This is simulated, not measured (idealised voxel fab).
The document below concerns the process module designated voxel ribs on slabs.
For reference, the cross-section in this document is cut, with width 250 nm and square cells of 5 nm.
Square cells in a grid make up a cross-section in this document, and the grid is given as bands, listed from the top down, each one or more rows of cells.
For a band, the entry starts with two heights in nm, that of the top and then that of the bottom, and carries on with the band's materials in order from left to right, each alongside its width in nm; the word "full width" beside a single material means it fills the band edge to edge, and "air" means empty space.
Heads up on the height convention: 0 is the point under which the incoming wafer is all one material, and the lowest band has no bottom, it just keeps going down, like "z 0 and below".
Top row gets the first number, bottom row gets the second, and each row in between changes by the same step: that is how a band width like "30..40" works.
A step reported as "no alterations made" is a step in which no cell of the cross-section changed.
Any empty space of 8 cells or more lacking an open way to the top shows up in "Sealed internal voids" as width x height at distance, distance from the left edge, in nm.
The remark found on a step's line after its settings is issued by the simulator itself and pertains to that step.
overlay nm: for a step with a mask, the amount by which the mask lay right of where it was planned; a negative amount means left of it.
## Intended process steps
1) RECEIVE: material Si
2) DIRECTIONAL_DEP: material SiO2, thk nm 25
3) DIRECTIONAL_DEP: material SiN, thk nm 15
4) MASKED_ETCH: tone cover, mask id RIB, width nm 20, etch materials SiN, depth nm 10, overlay nm 0
5) MASKED_ETCH: tone cover, mask id SLAB, width nm 60, etch materials SiN, depth nm 5, overlay nm 0
6) FILL_DEP: material SiO2, thk nm 20
7) CMP: height nm 50
8) DIRECTIONAL_DEP: material TiN, thk nm 5
9) MASKED_ETCH: tone cover, mask id HEATER, width nm 30, etch materials TiN, depth nm 5, overlay nm 0
10) CONFORMAL_DEP: material SiO2, thk nm 5
## As received (post step 1): cross-section
	z 0 and below: Si full width
	Sealed internal voids: none
## Wafer at module end, in section. Began as above, planned as above, run with one mistake
	z 60 to 55: 105 air, 40 SiO2, 105 air
	z 55 to 50: 110 SiO2, 30 TiN, 110 SiO2
	z 50 to 15: SiO2 full width
	z 15 to 0: SiN full width
	z 0 and below: Si full width
	Sealed internal voids: none
What was the processing mistake? the intended sequence of steps 2 and 3 was reversed during processing, with each occupying the position of the other
